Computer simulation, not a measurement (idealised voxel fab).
process module | voxel transistor to metal
cross-section cut | 210 nm wide | cells 5 nm
A cross-section is a grid of square cells, given in bands from the top down. A band is one or more rows of cells.
Each band's line starts with the height of the band's top and of its bottom, in nm. Then come its materials from left to right, each with its width in nm. One material with "throughout" fills the band from edge to edge. "air" is empty space.
Height 0 is the level under which the wafer as received is all one material. The lowest band goes on downwards, as in "0 down".
A width such as "30 to 40" changes by the same amount from each row of cells to the next, from the band's top row to its bottom row.
"no change" after a step means that no cell of the cross-section changed.
closed voids: empty space of 8 cells or more with no open way to the top, each as width x height at its distance from the left edge, in nm
after a step's settings: what the simulator itself notes on the step
overlay nm, on a step with a mask: how far to the right of its planned place the mask lay; to the left if negative
Each pair below shows a cross-section before one step and the cross-section after it, down to the lowest band that changed. The line under each pair gives the step between them, with its settings. The pairs can come from different runs of this module on the same starting wafer, so a pair continues from the pair above only where its "before" says so.
before
  65 to 45: air 60 | Ru 15 | air 55 | Ru 15 | air 65
  45 to 40: TiN throughout
  40 to 30: SiO2 60 | TiN 5 | W 5 | TiN 5 | SiO2 55 | TiN 5 | W 5 | TiN 5 | SiO2 65
  30 to 25: SiO2 60 | TiN 15 | SiO2 55 | TiN 15 | SiO2 65
  25 to 20: TiN 80 | HfO2 15 | TiN 5 | W 5 | TiN 5 | HfO2 15 | TiN 85
  20 to 15: HfO2 85 | SiN 5 | HfO2 5 | TiN 5 | W 5 | TiN 5 | HfO2 5 | SiN 5 | HfO2 90
  15 to 5: SiO2 85 | SiN 5 | HfO2 5 | TiN 5 | W 5 | TiN 5 | HfO2 5 | SiN 5 | SiO2 90
  5 to 0: SiO2 85 | SiN 5 | HfO2 5 | TiN 15 | HfO2 5 | SiN 5 | SiO2 90
  0 to -5: SiO2 50 | pSi 35 | HfO2 35 | pSi 35 | SiO2 55
  -5 to -40: SiO2 55 | Si 95 | SiO2 60
  -40 down: Si throughout
  closed voids: none
after
  65 to 45: air 60 | Ru 15 | air 55 | Ru 15 | air 65
  45 to 40: air 60 | TiN 15 | air 55 | TiN 15 | air 65
  below 40: unchanged
  closed voids: none
the step between: op MASKED_ETCH | tone cover | mask id METAL_1 | width nm 15 | pitch nm 70 | etch materials TiN | depth nm 5 | overlay nm 0
before: the cross-section after the pair above
after
  70 to 65: lowk throughout
  65 to 45: lowk 60 | Ru 15 | lowk 55 | Ru 15 | lowk 65
  45 to 40: lowk 60 | TiN 15 | lowk 55 | TiN 15 | lowk 65
  below 40: unchanged
  closed voids: none
the step between: op FILL_DEP | material lowk | thk nm 5
before: the cross-section after the pair above
after
  65 to 45: lowk 60 | Ru 15 | lowk 55 | Ru 15 | lowk 65
  below 45: unchanged
  closed voids: none
the step between: op CMP | height nm 65
before: the cross-section after the pair above
after
  70 to 65: SiCN throughout
  below 65: unchanged
  closed voids: none
the step between: op CONFORMAL_DEP | material SiCN | thk nm 5
before
  30 to 15: aC throughout
  15 to 5: SiN throughout
  5 to 0: SiO2 throughout
  0 down: Si throughout
  closed voids: none
after
  60 to 30: air 45 | resist 115 | air 50
  below 30: unchanged
  closed voids: none
the step between: op PATTERN | tone cover | mask id ACTIVE | material resist | width nm 115 | thk nm 30 | overlay nm 0
before: the cross-section after the pair above
after
  45 to 30: air 45 | resist 115 | air 50
  30 to 15: air 45 | aC 115 | air 50
  below 15: unchanged
  closed voids: none
the step between: op DIRECTIONAL_ETCH | etch materials aC | depth nm 15
before: the cross-section after the pair above
after
  30 to 15: air 45 | aC 115 | air 50
  below 15: unchanged
  closed voids: none
the step between: op STRIP | etch materials resist
before: the cross-section after the pair above
after
  30 to 15: air 45 | aC 115 | air 50
  15 to 5: air 45 | SiN 115 | air 50
  below 5: unchanged
  closed voids: none
the step between: op DIRECTIONAL_ETCH | etch materials SiN | depth nm 10
before: the cross-section after the pair above
after
  30 to 15: air 45 | aC 115 | air 50
  15 to 5: air 45 | SiN 115 | air 50
  5 to 0: air 45 | SiO2 115 | air 50
  below 0: unchanged
  closed voids: none
the step between: op DIRECTIONAL_ETCH | etch materials SiO2 | depth nm 5
before: the cross-section after the pair above
after
  30 to 15: air 45 | aC 115 | air 50
  15 to 5: air 45 | SiN 115 | air 50
  5 to 0: air 45 | SiO2 115 | air 50
  0 to -35: air 45 | Si 115 | air 50
  below -35: unchanged
  closed voids: none
the step between: op DIRECTIONAL_ETCH | etch materials Si | depth nm 35
before: the cross-section after the pair above
after
  15 to 5: air 45 | SiN 115 | air 50
  below 5: unchanged
  closed voids: none
the step between: op STRIP | etch materials aC
before: the cross-section after the pair above
after
  15 to 5: air 45 | SiN 115 | air 50
  5 to 0: air 45 | SiO2 115 | air 50
  0 to -35: air 45 | SiO2 5 | Si 105 | SiO2 5 | air 50
  -35 to -40: SiO2 50 | Si 105 | SiO2 55
  below -40: unchanged
  closed voids: none
the step between: op OXIDIZE | depth nm 5
before: the cross-section after the pair above
after
  20 to 15: SiO2 throughout
  15 to 5: SiO2 45 | SiN 115 | SiO2 50
  5 to 0: SiO2 throughout
  0 to -40: SiO2 50 | Si 105 | SiO2 55
  below -40: unchanged
  closed voids: none
the step between: op FILL_DEP | material SiO2 | thk nm 5
before: the cross-section after the pair above
after
  15 to 5: SiO2 45 | SiN 115 | SiO2 50
  below 5: unchanged
  closed voids: none
the step between: op CMP | height nm 15
before: the cross-section after the pair above
after
  15 to 5: air 45 | SiN 115 | air 50
  below 5: unchanged
  closed voids: none
the step between: op SELECTIVE_ETCH | etch materials SiO2 | depth nm 10
before: the cross-section after the pair above
after
  5 to 0: SiO2 throughout
  below 0: unchanged
  closed voids: none
the step between: op STRIP | etch materials SiN
before: the cross-section after the pair above
after
  0 to -40: SiO2 50 | Si 105 | SiO2 55
  below -40: unchanged
  closed voids: none
the step between: op SELECTIVE_ETCH | etch materials SiO2 | depth nm 5
before: the cross-section after the pair above
after
  0 to -5: SiO2 throughout
  below -5: unchanged
  closed voids: none
the step between: op OXIDIZE | depth nm 5
before: the cross-section after the pair above
after
  30 to 0: polySi throughout
  below 0: unchanged
  closed voids: none
the step between: op DIRECTIONAL_DEP | material polySi | thk nm 30
before: the cross-section after the pair above
after
  45 to 30: SiCN throughout
  below 30: unchanged
  closed voids: none
the step between: op DIRECTIONAL_DEP | material SiCN | thk nm 15
before: the cross-section after the pair above
after
  65 to 45: air 90 | resist 25 | air 95
  below 45: unchanged
  closed voids: none
the step between: op PATTERN | tone cover | mask id GATE | material resist | width nm 25 | thk nm 20 | overlay nm 0
before: the cross-section after the pair above
after
  65 to 45: air 90 | resist 25 | air 95
  45 to 30: air 90 | SiCN 25 | air 95
  below 30: unchanged
  closed voids: none
the step between: op DIRECTIONAL_ETCH | etch materials SiCN | depth nm 25
before: the cross-section after the pair above
after
  65 to 45: air 90 | resist 25 | air 95
  45 to 30: air 90 | SiCN 25 | air 95
  30 to 0: air 90 | polySi 25 | air 95
  below 0: unchanged
  closed voids: none
the step between: op DIRECTIONAL_ETCH | etch materials polySi | depth nm 40
before: the cross-section after the pair above
after
  45 to 30: air 90 | SiCN 25 | air 95
  below 30: unchanged
  closed voids: none
the step between: op STRIP | etch materials resist
before: the cross-section after the pair above
after
  50 to 45: air 85 | SiN 35 | air 90
  45 to 30: air 85 | SiN 5 | SiCN 25 | SiN 5 | air 90
  30 to 5: air 85 | SiN 5 | polySi 25 | SiN 5 | air 90
  5 to 0: SiN 90 | polySi 25 | SiN 95
  below 0: unchanged
  closed voids: none
the step between: op CONFORMAL_DEP | material SiN | thk nm 5
before: the cross-section after the pair above
after
  45 to 30: air 85 | SiN 5 | SiCN 25 | SiN 5 | air 90
  30 to 0: air 85 | SiN 5 | polySi 25 | SiN 5 | air 90
  below 0: unchanged
  closed voids: none
the step between: op DIRECTIONAL_ETCH | etch materials SiN | depth nm 5
before: the cross-section after the pair above
after
  45 to 30: air 85 | SiN 5 | SiCN 25 | SiN 5 | air 90
  30 to 0: air 85 | SiN 5 | polySi 25 | SiN 5 | air 90
  0 to -5: air 85 | SiO2 35 | air 90
  below -5: unchanged
  closed voids: none
the step between: op DIRECTIONAL_ETCH | etch materials SiO2 | depth nm 5
before: the cross-section after the pair above
after
  45 to 30: air 85 | SiN 5 | SiCN 25 | SiN 5 | air 90
  30 to 0: air 85 | SiN 5 | polySi 25 | SiN 5 | air 90
  0 to -5: air 45 | pSi 40 | SiO2 35 | pSi 40 | air 50
  below -5: unchanged
  closed voids: none
the step between: op EPI | material pSi | thk nm 5
before: the cross-section after the pair above
after
  50 to 45: SiO2 throughout
  45 to 30: SiO2 85 | SiN 5 | SiCN 25 | SiN 5 | SiO2 90
  30 to 0: SiO2 85 | SiN 5 | polySi 25 | SiN 5 | SiO2 90
  0 to -5: SiO2 45 | pSi 40 | SiO2 35 | pSi 40 | SiO2 50
  below -5: unchanged
  closed voids: none
the step between: op FILL_DEP | material SiO2 | thk nm 5
before: the cross-section after the pair above
after
  30 to 0: SiO2 85 | SiN 5 | polySi 25 | SiN 5 | SiO2 90
  below 0: unchanged
  closed voids: none
the step between: op CMP | height nm 30
before: the cross-section after the pair above
after
  30 to 0: SiO2 85 | SiN 5 | air 25 | SiN 5 | SiO2 90
  below 0: unchanged
  closed voids: none
the step between: op STRIP | etch materials polySi
before: the cross-section after the pair above
after
  30 to 25: air 85 | SiN 5 | air 25 | SiN 5 | air 90
  25 to 0: SiO2 85 | SiN 5 | air 25 | SiN 5 | SiO2 90
  0 to -5: SiO2 45 | pSi 40 | air 35 | pSi 40 | SiO2 50
  below -5: unchanged
  closed voids: none
the step between: op SELECTIVE_ETCH | etch materials SiO2 | depth nm 5
before: the cross-section after the pair above
after
  35 to 30: air 80 | HfO2 15 | air 15 | HfO2 15 | air 85
  30 to 25: HfO2 85 | SiN 5 | HfO2 5 | air 15 | HfO2 5 | SiN 5 | HfO2 90
  25 to 0: SiO2 85 | SiN 5 | HfO2 5 | air 15 | HfO2 5 | SiN 5 | SiO2 90
  0 to -5: SiO2 45 | pSi 40 | HfO2 35 | pSi 40 | SiO2 50
  below -5: unchanged
  closed voids: none
the step between: op CONFORMAL_DEP | material HfO2 | thk nm 5
before: the cross-section after the pair above
after
  40 to 35: air 75 | TiN 25 | air 5 | TiN 25 | air 80
  35 to 30: TiN 80 | HfO2 15 | TiN 5 | air 5 | TiN 5 | HfO2 15 | TiN 85
  30 to 25: HfO2 85 | SiN 5 | HfO2 5 | TiN 5 | air 5 | TiN 5 | HfO2 5 | SiN 5 | HfO2 90
  25 to 5: SiO2 85 | SiN 5 | HfO2 5 | TiN 5 | air 5 | TiN 5 | HfO2 5 | SiN 5 | SiO2 90
  5 to 0: SiO2 85 | SiN 5 | HfO2 5 | TiN 15 | HfO2 5 | SiN 5 | SiO2 90
  below 0: unchanged
  closed voids: none
the step between: op CONFORMAL_DEP | material TiN | thk nm 5
before: the cross-section after the pair above
after
  50 to 40: W throughout
  40 to 35: W 75 | TiN 25 | W 5 | TiN 25 | W 80
  35 to 30: TiN 80 | HfO2 15 | TiN 5 | W 5 | TiN 5 | HfO2 15 | TiN 85
  30 to 25: HfO2 85 | SiN 5 | HfO2 5 | TiN 5 | W 5 | TiN 5 | HfO2 5 | SiN 5 | HfO2 90
  25 to 5: SiO2 85 | SiN 5 | HfO2 5 | TiN 5 | W 5 | TiN 5 | HfO2 5 | SiN 5 | SiO2 90
  below 5: unchanged
  closed voids: none
the step between: op FILL_DEP | material W | thk nm 10
before: the cross-section after the pair above
after
  25 to 5: SiO2 85 | SiN 5 | HfO2 5 | TiN 5 | W 5 | TiN 5 | HfO2 5 | SiN 5 | SiO2 90
  below 5: unchanged
  closed voids: none
the step between: op CMP | height nm 25
before: the cross-section after the pair above
after
  40 to 25: SiO2 throughout
  below 25: unchanged
  closed voids: none
the step between: op DIRECTIONAL_DEP | material SiO2 | thk nm 15
before: the cross-section after the pair above
after
  40 to 25: SiO2 60 | air 15 | SiO2 55 | air 15 | SiO2 65
  25 to 5: SiO2 60 | air 15 | SiO2 10 | SiN 5 | HfO2 5 | TiN 5 | W 5 | TiN 5 | HfO2 5 | SiN 5 | SiO2 10 | air 15 | SiO2 65
  5 to 0: SiO2 60 | air 15 | SiO2 10 | SiN 5 | HfO2 5 | TiN 15 | HfO2 5 | SiN 5 | SiO2 10 | air 15 | SiO2 65
  below 0: unchanged
  closed voids: none
the step between: op MASKED_ETCH | tone open | mask id CONTACT | width nm 15 | pitch nm 70 | etch materials SiO2 | depth nm 40 | overlay nm 0
before: the cross-section after the pair above
after
  45 to 40: TiN 65 | air 5 | TiN 65 | air 5 | TiN 70
  40 to 25: SiO2 60 | TiN 5 | air 5 | TiN 5 | SiO2 55 | TiN 5 | air 5 | TiN 5 | SiO2 65
  25 to 5: SiO2 60 | TiN 5 | air 5 | TiN 5 | SiO2 10 | SiN 5 | HfO2 5 | TiN 5 | W 5 | TiN 5 | HfO2 5 | SiN 5 | SiO2 10 | TiN 5 | air 5 | TiN 5 | SiO2 65
  5 to 0: SiO2 60 | TiN 15 | SiO2 10 | SiN 5 | HfO2 5 | TiN 15 | HfO2 5 | SiN 5 | SiO2 10 | TiN 15 | SiO2 65
  below 0: unchanged
  closed voids: none
the step between: op CONFORMAL_DEP | material TiN | thk nm 5
before: the cross-section after the pair above
after
  55 to 45: W throughout
  45 to 40: TiN 65 | W 5 | TiN 65 | W 5 | TiN 70
  40 to 25: SiO2 60 | TiN 5 | W 5 | TiN 5 | SiO2 55 | TiN 5 | W 5 | TiN 5 | SiO2 65
  25 to 5: SiO2 60 | TiN 5 | W 5 | TiN 5 | SiO2 10 | SiN 5 | HfO2 5 | TiN 5 | W 5 | TiN 5 | HfO2 5 | SiN 5 | SiO2 10 | TiN 5 | W 5 | TiN 5 | SiO2 65
  below 5: unchanged
  closed voids: none
the step between: op FILL_DEP | material W | thk nm 10
before: the cross-section after the pair above
after
  40 to 25: SiO2 60 | TiN 5 | W 5 | TiN 5 | SiO2 55 | TiN 5 | W 5 | TiN 5 | SiO2 65
  below 25: unchanged
  closed voids: none
the step between: op CMP | height nm 40
before: the cross-section after the pair above
after
  45 to 40: TiN throughout
  below 40: unchanged
  closed voids: none
the step between: op DIRECTIONAL_DEP | material TiN | thk nm 5
before: the cross-section after the pair above
after
  65 to 45: Ru throughout
  below 45: unchanged
  closed voids: none
the step between: op DIRECTIONAL_DEP | material Ru | thk nm 20
before: the cross-section after the pair above
after
  65 to 45: air 60 | Ru 15 | air 55 | Ru 15 | air 65
  below 45: unchanged
  closed voids: none
the step between: op MASKED_ETCH | tone cover | mask id METAL_1 | width nm 15 | pitch nm 70 | etch materials Ru | depth nm 20 | overlay nm 0
before: the cross-section after the pair above
after
  65 to 45: air 60 | Ru 15 | air 55 | Ru 15 | air 65
  45 to 40: air 60 | TiN 15 | air 55 | TiN 15 | air 65
  below 40: unchanged
  closed voids: none
the step between: op MASKED_ETCH | tone cover | mask id METAL_1 | width nm 15 | pitch nm 70 | etch materials TiN | depth nm 5 | overlay nm 0
before: the cross-section after the pair above
after
  70 to 65: lowk throughout
  65 to 45: lowk 60 | Ru 15 | lowk 55 | Ru 15 | lowk 65
  45 to 40: lowk 60 | TiN 15 | lowk 55 | TiN 15 | lowk 65
  below 40: unchanged
  closed voids: none
the step between: op FILL_DEP | material lowk | thk nm 5
before: the cross-section after the pair above
after
  65 to 45: lowk 60 | Ru 15 | lowk 55 | Ru 15 | lowk 65
  below 45: unchanged
  closed voids: none
the step between: op CMP | height nm 65
before: the cross-section after the pair above
after
  70 to 65: SiCN throughout
  below 65: unchanged
  closed voids: none
the step between: op CONFORMAL_DEP | material SiCN | thk nm 5
before
  65 to 45: Ru throughout
  45 to 40: TiN throughout
  40 to 25: SiO2 60 | TiN 5 | W 5 | TiN 5 | SiO2 55 | TiN 5 | W 5 | TiN 5 | SiO2 65
  25 to 5: SiO2 60 | TiN 5 | W 5 | TiN 5 | SiO2 10 | SiN 5 | HfO2 5 | TiN 5 | W 5 | TiN 5 | HfO2 5 | SiN 5 | SiO2 10 | TiN 5 | W 5 | TiN 5 | SiO2 65
  5 to 0: SiO2 60 | TiN 15 | SiO2 10 | SiN 5 | HfO2 5 | TiN 15 | HfO2 5 | SiN 5 | SiO2 10 | TiN 15 | SiO2 65
  0 to -5: SiO2 50 | pSi 35 | HfO2 35 | pSi 35 | SiO2 55
  -5 to -40: SiO2 55 | Si 95 | SiO2 60
  -40 down: Si throughout
  closed voids: none
after
  65 to 45: air 50 | Ru 15 | air 55 | Ru 15 | air 75
  below 45: unchanged
  closed voids: none
the step between: op MASKED_ETCH | tone cover | mask id METAL_1 | width nm 15 | pitch nm 70 | etch materials Ru | depth nm 20 | overlay nm -10
before: the cross-section after the pair above
after
  65 to 45: air 50 | Ru 15 | air 55 | Ru 15 | air 75
  45 to 40: air 50 | TiN 25 | air 45 | TiN 25 | air 65
  below 40: unchanged
  closed voids: none
the step between: op MASKED_ETCH | tone cover | mask id METAL_1 | width nm 15 | pitch nm 70 | etch materials TiN | depth nm 5 | overlay nm 0
before: the cross-section after the pair above
after
  70 to 65: lowk throughout
  65 to 45: lowk 50 | Ru 15 | lowk 55 | Ru 15 | lowk 75
  45 to 40: lowk 50 | TiN 25 | lowk 45 | TiN 25 | lowk 65
  below 40: unchanged
  closed voids: none
the step between: op FILL_DEP | material lowk | thk nm 5
before: the cross-section after the pair above
after
  65 to 45: lowk 50 | Ru 15 | lowk 55 | Ru 15 | lowk 75
  below 45: unchanged
  closed voids: none
the step between: op CMP | height nm 65
before: the cross-section after the pair above
after
  70 to 65: SiCN throughout
  below 65: unchanged
  closed voids: none
the step between: op CONFORMAL_DEP | material SiCN | thk nm 5
before
  30 to 25: air 85 | SiN 5 | air 25 | SiN 5 | air 90
  25 to 0: SiO2 85 | SiN 5 | air 25 | SiN 5 | SiO2 90
  0 to -5: SiO2 50 | pSi 35 | air 35 | pSi 35 | SiO2 55
  -5 to -40: SiO2 55 | Si 95 | SiO2 60
  -40 down: Si throughout
  closed voids: none
after
  35 to 30: air 80 | W 15 | air 15 | W 15 | air 85
  30 to 25: W 85 | SiN 5 | W 5 | air 15 | W 5 | SiN 5 | W 90
  25 to 0: SiO2 85 | SiN 5 | W 5 | air 15 | W 5 | SiN 5 | SiO2 90
  0 to -5: SiO2 50 | pSi 35 | W 35 | pSi 35 | SiO2 55
  below -5: unchanged
  closed voids: none
the step between: op CONFORMAL_DEP | material W | thk nm 5
before: the cross-section after the pair above
after
  40 to 35: air 75 | TiN 25 | air 5 | TiN 25 | air 80
  35 to 30: TiN 80 | W 15 | TiN 5 | air 5 | TiN 5 | W 15 | TiN 85
  30 to 25: W 85 | SiN 5 | W 5 | TiN 5 | air 5 | TiN 5 | W 5 | SiN 5 | W 90
  25 to 5: SiO2 85 | SiN 5 | W 5 | TiN 5 | air 5 | TiN 5 | W 5 | SiN 5 | SiO2 90
  5 to 0: SiO2 85 | SiN 5 | W 5 | TiN 15 | W 5 | SiN 5 | SiO2 90
  below 0: unchanged
  closed voids: none
the step between: op CONFORMAL_DEP | material TiN | thk nm 5
before: the cross-section after the pair above
after
  50 to 40: W throughout
  40 to 35: W 75 | TiN 25 | W 5 | TiN 25 | W 80
  35 to 30: TiN 80 | W 15 | TiN 5 | W 5 | TiN 5 | W 15 | TiN 85
  30 to 25: W 85 | SiN 5 | W 5 | TiN 5 | W 5 | TiN 5 | W 5 | SiN 5 | W 90
  25 to 5: SiO2 85 | SiN 5 | W 5 | TiN 5 | W 5 | TiN 5 | W 5 | SiN 5 | SiO2 90
  below 5: unchanged
  closed voids: none
the step between: op FILL_DEP | material W | thk nm 10
before: the cross-section after the pair above
after
  25 to 5: SiO2 85 | SiN 5 | W 5 | TiN 5 | W 5 | TiN 5 | W 5 | SiN 5 | SiO2 90
  below 5: unchanged
  closed voids: none
the step between: op CMP | height nm 25
before: the cross-section after the pair above
after
  40 to 25: SiO2 throughout
  below 25: unchanged
  closed voids: none
the step between: op DIRECTIONAL_DEP | material SiO2 | thk nm 15
before: the cross-section after the pair above
after
  40 to 25: SiO2 60 | air 15 | SiO2 55 | air 15 | SiO2 65
  25 to 5: SiO2 60 | air 15 | SiO2 10 | SiN 5 | W 5 | TiN 5 | W 5 | TiN 5 | W 5 | SiN 5 | SiO2 10 | air 15 | SiO2 65
  5 to 0: SiO2 60 | air 15 | SiO2 10 | SiN 5 | W 5 | TiN 15 | W 5 | SiN 5 | SiO2 10 | air 15 | SiO2 65
  below 0: unchanged
  closed voids: none
the step between: op MASKED_ETCH | tone open | mask id CONTACT | width nm 15 | pitch nm 70 | etch materials SiO2 | depth nm 40 | overlay nm 0
before: the cross-section after the pair above
after
  45 to 40: TiN 65 | air 5 | TiN 65 | air 5 | TiN 70
  40 to 25: SiO2 60 | TiN 5 | air 5 | TiN 5 | SiO2 55 | TiN 5 | air 5 | TiN 5 | SiO2 65
  25 to 5: SiO2 60 | TiN 5 | air 5 | TiN 5 | SiO2 10 | SiN 5 | W 5 | TiN 5 | W 5 | TiN 5 | W 5 | SiN 5 | SiO2 10 | TiN 5 | air 5 | TiN 5 | SiO2 65
  5 to 0: SiO2 60 | TiN 15 | SiO2 10 | SiN 5 | W 5 | TiN 15 | W 5 | SiN 5 | SiO2 10 | TiN 15 | SiO2 65
  below 0: unchanged
  closed voids: none
the step between: op CONFORMAL_DEP | material TiN | thk nm 5
before: the cross-section after the pair above
after
  55 to 45: W throughout
  45 to 40: TiN 65 | W 5 | TiN 65 | W 5 | TiN 70
  40 to 25: SiO2 60 | TiN 5 | W 5 | TiN 5 | SiO2 55 | TiN 5 | W 5 | TiN 5 | SiO2 65
  25 to 5: SiO2 60 | TiN 5 | W 5 | TiN 5 | SiO2 10 | SiN 5 | W 5 | TiN 5 | W 5 | TiN 5 | W 5 | SiN 5 | SiO2 10 | TiN 5 | W 5 | TiN 5 | SiO2 65
  below 5: unchanged
  closed voids: none
the step between: op FILL_DEP | material W | thk nm 10
before: the cross-section after the pair above
after
  40 to 25: SiO2 60 | TiN 5 | W 5 | TiN 5 | SiO2 55 | TiN 5 | W 5 | TiN 5 | SiO2 65
  below 25: unchanged
  closed voids: none
the step between: op CMP | height nm 40
before: the cross-section after the pair above
after
  45 to 40: TiN throughout
  below 40: unchanged
  closed voids: none
the step between: op DIRECTIONAL_DEP | material TiN | thk nm 5
before: the cross-section after the pair above
after
  65 to 45: Ru throughout
  below 45: unchanged
  closed voids: none
the step between: op DIRECTIONAL_DEP | material Ru | thk nm 20
before: the cross-section after the pair above
after
  65 to 45: air 60 | Ru 15 | air 55 | Ru 15 | air 65
  below 45: unchanged
  closed voids: none
the step between: op MASKED_ETCH | tone cover | mask id METAL_1 | width nm 15 | pitch nm 70 | etch materials Ru | depth nm 20 | overlay nm 0
before: the cross-section after the pair above
after
  65 to 45: air 60 | Ru 15 | air 55 | Ru 15 | air 65
  45 to 40: air 60 | TiN 15 | air 55 | TiN 15 | air 65
  below 40: unchanged
  closed voids: none
the step between: op MASKED_ETCH | tone cover | mask id METAL_1 | width nm 15 | pitch nm 70 | etch materials TiN | depth nm 5 | overlay nm 0
before: the cross-section after the pair above
after
  70 to 65: lowk throughout
  65 to 45: lowk 60 | Ru 15 | lowk 55 | Ru 15 | lowk 65
  45 to 40: lowk 60 | TiN 15 | lowk 55 | TiN 15 | lowk 65
  below 40: unchanged
  closed voids: none
the step between: op FILL_DEP | material lowk | thk nm 5
before: the cross-section after the pair above
after
  65 to 45: lowk 60 | Ru 15 | lowk 55 | Ru 15 | lowk 65
  below 45: unchanged
  closed voids: none
the step between: op CMP | height nm 65
before: the cross-section after the pair above
after
  70 to 65: SiCN throughout
  below 65: unchanged
  closed voids: none
the step between: op CONFORMAL_DEP | material SiCN | thk nm 5
before
  45 to 30: SiCN throughout
  30 to 0: polySi throughout
  0 to -5: SiO2 throughout
  -5 to -40: SiO2 55 | Si 95 | SiO2 60
  -40 down: Si throughout
  closed voids: none
after
  65 to 45: resist 90 | air 25 | resist 95
  below 45: unchanged
  closed voids: none
the step between: op PATTERN | tone open | mask id GATE | material resist | width nm 25 | thk nm 20 | overlay nm 0
before: the cross-section after the pair above
after
  65 to 45: resist 90 | air 25 | resist 95
  45 to 30: SiCN 90 | air 25 | SiCN 95
  below 30: unchanged
  closed voids: none
the step between: op DIRECTIONAL_ETCH | etch materials SiCN | depth nm 25
before: the cross-section after the pair above
after
  65 to 45: resist 90 | air 25 | resist 95
  45 to 30: SiCN 90 | air 25 | SiCN 95
  30 to 0: polySi 90 | air 25 | polySi 95
  below 0: unchanged
  closed voids: none
the step between: op DIRECTIONAL_ETCH | etch materials polySi | depth nm 40
before: the cross-section after the pair above
after
  45 to 30: SiCN 90 | air 25 | SiCN 95
  below 30: unchanged
  closed voids: none
the step between: op STRIP | etch materials resist
before: the cross-section after the pair above
after
  50 to 45: SiN 95 | air 15 | SiN 100
  45 to 30: SiCN 90 | SiN 5 | air 15 | SiN 5 | SiCN 95
  30 to 5: polySi 90 | SiN 5 | air 15 | SiN 5 | polySi 95
  5 to 0: polySi 90 | SiN 25 | polySi 95
  below 0: unchanged
  closed voids: none
the step between: op CONFORMAL_DEP | material SiN | thk nm 5
before: the cross-section after the pair above
after
  45 to 30: SiCN 90 | SiN 5 | air 15 | SiN 5 | SiCN 95
  30 to 0: polySi 90 | SiN 5 | air 15 | SiN 5 | polySi 95
  below 0: unchanged
  closed voids: none
the step between: op DIRECTIONAL_ETCH | etch materials SiN | depth nm 5
before: the cross-section after the pair above
after
  45 to 30: SiCN 90 | SiN 5 | air 15 | SiN 5 | SiCN 95
  30 to 0: polySi 90 | SiN 5 | air 15 | SiN 5 | polySi 95
  0 to -5: SiO2 95 | air 15 | SiO2 100
  below -5: unchanged
  closed voids: none
the step between: op DIRECTIONAL_ETCH | etch materials SiO2 | depth nm 5
before: the cross-section after the pair above
after
  45 to 30: SiCN 90 | SiN 5 | air 15 | SiN 5 | SiCN 95
  30 to 0: polySi 90 | SiN 5 | air 15 | SiN 5 | polySi 95
  0 to -5: SiO2 95 | pSi 15 | SiO2 100
  below -5: unchanged
  closed voids: none
the step between: op EPI | material pSi | thk nm 5
before: the cross-section after the pair above
after
  50 to 45: SiO2 throughout
  45 to 30: SiCN 90 | SiN 5 | SiO2 15 | SiN 5 | SiCN 95
  30 to 0: polySi 90 | SiN 5 | SiO2 15 | SiN 5 | polySi 95
  below 0: unchanged
  closed voids: none
the step between: op FILL_DEP | material SiO2 | thk nm 5
before: the cross-section after the pair above
after
  30 to 0: polySi 90 | SiN 5 | SiO2 15 | SiN 5 | polySi 95
  below 0: unchanged
  closed voids: none
the step between: op CMP | height nm 30
before: the cross-section after the pair above
after
  30 to 0: air 90 | SiN 5 | SiO2 15 | SiN 5 | air 95
  below 0: unchanged
  closed voids: none
the step between: op STRIP | etch materials polySi
before: the cross-section after the pair above
after
  30 to 25: air 90 | SiN 5 | air 15 | SiN 5 | air 95
  25 to 0: air 90 | SiN 5 | SiO2 15 | SiN 5 | air 95
  0 to -5: air 95 | pSi 15 | air 100
  below -5: unchanged
  closed voids: none
the step between: op SELECTIVE_ETCH | etch materials SiO2 | depth nm 5
before: the cross-section after the pair above
after
  35 to 30: air 85 | HfO2 15 | air 5 | HfO2 15 | air 90
  30 to 25: air 85 | HfO2 5 | SiN 5 | HfO2 15 | SiN 5 | HfO2 5 | air 90
  25 to 0: air 85 | HfO2 5 | SiN 5 | SiO2 15 | SiN 5 | HfO2 5 | air 90
  0 to -5: HfO2 95 | pSi 15 | HfO2 100
  below -5: unchanged
  closed voids: none
the step between: op CONFORMAL_DEP | material HfO2 | thk nm 5
before: the cross-section after the pair above
after
  40 to 35: air 80 | TiN 45 | air 85
  35 to 30: air 80 | TiN 5 | HfO2 15 | TiN 5 | HfO2 15 | TiN 5 | air 85
  30 to 25: air 80 | TiN 5 | HfO2 5 | SiN 5 | HfO2 15 | SiN 5 | HfO2 5 | TiN 5 | air 85
  25 to 5: air 80 | TiN 5 | HfO2 5 | SiN 5 | SiO2 15 | SiN 5 | HfO2 5 | TiN 5 | air 85
  5 to 0: TiN 85 | HfO2 5 | SiN 5 | SiO2 15 | SiN 5 | HfO2 5 | TiN 90
  below 0: unchanged
  closed voids: none
the step between: op CONFORMAL_DEP | material TiN | thk nm 5
before: the cross-section after the pair above
after
  50 to 40: W throughout
  40 to 35: W 80 | TiN 45 | W 85
  35 to 30: W 80 | TiN 5 | HfO2 15 | TiN 5 | HfO2 15 | TiN 5 | W 85
  30 to 25: W 80 | TiN 5 | HfO2 5 | SiN 5 | HfO2 15 | SiN 5 | HfO2 5 | TiN 5 | W 85
  25 to 5: W 80 | TiN 5 | HfO2 5 | SiN 5 | SiO2 15 | SiN 5 | HfO2 5 | TiN 5 | W 85
  below 5: unchanged
  closed voids: none
the step between: op FILL_DEP | material W | thk nm 10
before: the cross-section after the pair above
after
  25 to 5: W 80 | TiN 5 | HfO2 5 | SiN 5 | SiO2 15 | SiN 5 | HfO2 5 | TiN 5 | W 85
  below 5: unchanged
  closed voids: none
the step between: op CMP | height nm 25
before: the cross-section after the pair above
after
  40 to 25: SiO2 throughout
  below 25: unchanged
  closed voids: none
the step between: op DIRECTIONAL_DEP | material SiO2 | thk nm 15
before: the cross-section after the pair above
after
  40 to 25: SiO2 60 | air 15 | SiO2 55 | air 15 | SiO2 65
  below 25: unchanged
  closed voids: none
the step between: op MASKED_ETCH | tone open | mask id CONTACT | width nm 15 | pitch nm 70 | etch materials SiO2 | depth nm 40 | overlay nm 0
before: the cross-section after the pair above
after
  45 to 40: TiN 65 | air 5 | TiN 65 | air 5 | TiN 70
  40 to 30: SiO2 60 | TiN 5 | air 5 | TiN 5 | SiO2 55 | TiN 5 | air 5 | TiN 5 | SiO2 65
  30 to 25: SiO2 60 | TiN 15 | SiO2 55 | TiN 15 | SiO2 65
  below 25: unchanged
  closed voids: none
the step between: op CONFORMAL_DEP | material TiN | thk nm 5
before: the cross-section after the pair above
after
  55 to 45: W throughout
  45 to 40: TiN 65 | W 5 | TiN 65 | W 5 | TiN 70
  40 to 30: SiO2 60 | TiN 5 | W 5 | TiN 5 | SiO2 55 | TiN 5 | W 5 | TiN 5 | SiO2 65
  below 30: unchanged
  closed voids: none
the step between: op FILL_DEP | material W | thk nm 10
